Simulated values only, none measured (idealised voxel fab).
Process module heading - voxel spacer lines
Pictured: cross-section cut, 205 nm wide, on a grid of 5 nm square cells.
For the purposes of this document, a cross-section shall be understood as a grid of square cells, specified as bands listed in top-to-bottom order, each band consisting of one or more rows of cells.
First you get the band's top height and its bottom height, in nm, and then the materials it's made of, left to right, with each width in nm. If you see a single material with "edge to edge", that one covers the band edge to edge. "empty" is empty space.
Convention: height 0 is the level below which the wafer, as received, is all one material. The lowest band does not terminate at the bottom but continues downward, represented as "top 0, no bottom".
The notation "30..40" denotes a width that varies across the rows of cells in the band, beginning at the first number in the top row, finishing at the second number in the bottom row, and changing by an identical amount from each row to the next.
Step note "no alteration" = no cross-section cell changed.
The entry "closed voids" lists the empty spaces that cover at least 8 cells and have no open path to the top. Each is written as width x height at distance, where the distance is measured from the left edge and all three values are in nm.
Past the settings on a step's line: simulator remark, on that step.
"overlay nm", when on a step's line for a step with a mask, measures how far to the right of its planned place the mask lay; a negative measure means to the left.

# Intended process steps
1. op RECEIVE | material Si
2. op CONFORMAL_DEP | material Al2O3 | thk nm 5
3. op DIRECTIONAL_DEP | material polySi | thk nm 20
4. op DIRECTIONAL_DEP | material aC | thk nm 20
5. op PATTERN | tone cover | mask id MANDREL | material resist | width nm 25 | pitch nm 70 | thk nm 30 | overlay nm 0
6. op DIRECTIONAL_ETCH | etch materials aC | depth nm 20
7. op STRIP | etch materials resist
8. op CONFORMAL_DEP | material SiN | thk nm 10
9. op DIRECTIONAL_ETCH | etch materials SiN | depth nm 10
10. op STRIP | etch materials aC
11. op DIRECTIONAL_ETCH | etch materials polySi | depth nm 20
12. op STRIP | etch materials SiN
13. op FILL_DEP | material SiO2 | thk nm 10
14. op CMP | height nm 25

# The first wafer of two, processed as planned

# Received-state cross-section, reflecting completion of step 1
- top 0, no bottom: Si edge to edge
- closed voids: none

# Wafer xsec, post step 2
- top 5, bottom 0: Al2O3 edge to edge
- Whatever lies below 0 is exactly as it was before.

# Wafer xsec, post step 3
- top 25, bottom 5: polySi edge to edge
- Whatever lies below 5 is exactly as it was before.

# Wafer xsec, post step 4
- top 45, bottom 25: aC edge to edge
- Whatever lies below 25 is exactly as it was before.

# Wafer xsec, post step 5
- top 75, bottom 45: 55 empty / 25 resist / 45 empty / 25 resist / 55 empty
- Whatever lies below 45 is exactly as it was before.

# Wafer xsec, post step 6
- top 55, bottom 45: 55 empty / 25 resist / 45 empty / 25 resist / 55 empty
- top 45, bottom 25: 55 empty / 25 aC / 45 empty / 25 aC / 55 empty
- Whatever lies below 25 is exactly as it was before.

# Wafer xsec, post step 7
- top 45, bottom 25: 55 empty / 25 aC / 45 empty / 25 aC / 55 empty
- Whatever lies below 25 is exactly as it was before.

# Wafer xsec, post step 8
- top 55, bottom 45: 45 empty / 45 SiN / 25 empty / 45 SiN / 45 empty
- top 45, bottom 35: 45 empty / 10 SiN / 25 aC / 10 SiN / 25 empty / 10 SiN / 25 aC / 10 SiN / 45 empty
- top 35, bottom 25: 55 SiN / 25 aC / 45 SiN / 25 aC / 55 SiN
- Whatever lies below 25 is exactly as it was before.

# Wafer xsec, post step 9
- top 45, bottom 25: 45 empty / 10 SiN / 25 aC / 10 SiN / 25 empty / 10 SiN / 25 aC / 10 SiN / 45 empty
- Whatever lies below 25 is exactly as it was before.

# Wafer xsec, post step 10
- top 45, bottom 25: 45 empty / 10 SiN / 25 empty / 10 SiN / 25 empty / 10 SiN / 25 empty / 10 SiN / 45 empty
- Whatever lies below 25 is exactly as it was before.

# Wafer xsec, post step 11
- top 45, bottom 25: 45 empty / 10 SiN / 25 empty / 10 SiN / 25 empty / 10 SiN / 25 empty / 10 SiN / 45 empty
- top 25, bottom 5: 45 empty / 10 polySi / 25 empty / 10 polySi / 25 empty / 10 polySi / 25 empty / 10 polySi / 45 empty
- Whatever lies below 5 is exactly as it was before.

# Wafer xsec, post step 12
- top 25, bottom 5: 45 empty / 10 polySi / 25 empty / 10 polySi / 25 empty / 10 polySi / 25 empty / 10 polySi / 45 empty
- Whatever lies below 5 is exactly as it was before.

# Wafer xsec, post step 13
- top 35, bottom 25: SiO2 edge to edge
- top 25, bottom 5: 45 SiO2 / 10 polySi / 25 SiO2 / 10 polySi / 25 SiO2 / 10 polySi / 25 SiO2 / 10 polySi / 45 SiO2
- Whatever lies below 5 is exactly as it was before.

# Wafer xsec, post step 14
- top 25, bottom 5: 45 SiO2 / 10 polySi / 25 SiO2 / 10 polySi / 25 SiO2 / 10 polySi / 25 SiO2 / 10 polySi / 45 SiO2
- Whatever lies below 5 is exactly as it was before.

# The second wafer was prepared from the same starting point and under the same plan as the first; its processing contained one mistake, and it remains indistinguishable from the first wafer up to and including step 4

# Cross-section: second wafer, time at which step 5 was scheduled to end
- top 75, bottom 45: 55 resist / 25 empty / 45 resist / 25 empty / 55 resist
- Whatever lies below 45 is exactly as it was before.

# Cross-section: second wafer, time at which step 6 was scheduled to end
- top 55, bottom 45: 55 resist / 25 empty / 45 resist / 25 empty / 55 resist
- top 45, bottom 25: 55 aC / 25 empty / 45 aC / 25 empty / 55 aC
- Whatever lies below 25 is exactly as it was before.

# Cross-section: second wafer, time at which step 7 was scheduled to end
- top 45, bottom 25: 55 aC / 25 empty / 45 aC / 25 empty / 55 aC
- Whatever lies below 25 is exactly as it was before.

# Cross-section: second wafer, time at which step 8 was scheduled to end
- top 55, bottom 45: 65 SiN / 5 empty / 65 SiN / 5 empty / 65 SiN
- top 45, bottom 35: 55 aC / 10 SiN / 5 empty / 10 SiN / 45 aC / 10 SiN / 5 empty / 10 SiN / 55 aC
- top 35, bottom 25: 55 aC / 25 SiN / 45 aC / 25 SiN / 55 aC
- Whatever lies below 25 is exactly as it was before.

# Cross-section: second wafer, time at which step 9 was scheduled to end
- top 45, bottom 25: 55 aC / 10 SiN / 5 empty / 10 SiN / 45 aC / 10 SiN / 5 empty / 10 SiN / 55 aC
- Whatever lies below 25 is exactly as it was before.

# Cross-section: second wafer, time at which step 10 was scheduled to end
- top 45, bottom 25: 55 empty / 10 SiN / 5 empty / 10 SiN / 45 empty / 10 SiN / 5 empty / 10 SiN / 55 empty
- Whatever lies below 25 is exactly as it was before.

# Cross-section: second wafer, time at which step 11 was scheduled to end
- top 45, bottom 25: 55 empty / 10 SiN / 5 empty / 10 SiN / 45 empty / 10 SiN / 5 empty / 10 SiN / 55 empty
- top 25, bottom 5: 55 empty / 10 polySi / 5 empty / 10 polySi / 45 empty / 10 polySi / 5 empty / 10 polySi / 55 empty
- Whatever lies below 5 is exactly as it was before.

# Cross-section: second wafer, time at which step 12 was scheduled to end
- top 25, bottom 5: 55 empty / 10 polySi / 5 empty / 10 polySi / 45 empty / 10 polySi / 5 empty / 10 polySi / 55 empty
- Whatever lies below 5 is exactly as it was before.

# Cross-section: second wafer, time at which step 13 was scheduled to end
- top 35, bottom 25: SiO2 edge to edge
- top 25, bottom 5: 55 SiO2 / 10 polySi / 5 SiO2 / 10 polySi / 45 SiO2 / 10 polySi / 5 SiO2 / 10 polySi / 55 SiO2
- Whatever lies below 5 is exactly as it was before.

# Cross-section: second wafer, time at which step 14 was scheduled to end
- top 25, bottom 5: 55 SiO2 / 10 polySi / 5 SiO2 / 10 polySi / 45 SiO2 / 10 polySi / 5 SiO2 / 10 polySi / 55 SiO2
- Whatever lies below 5 is exactly as it was before.
What went wrong in running the wafer? step 5 ran differently from the plan; actual operation with settings: op PATTERN | tone open | mask id MANDREL | material resist | width nm 25 | pitch nm 70 | thk nm 30 | overlay nm 0
at the end the second wafer has, in cells: as many of each material as the first, in other places
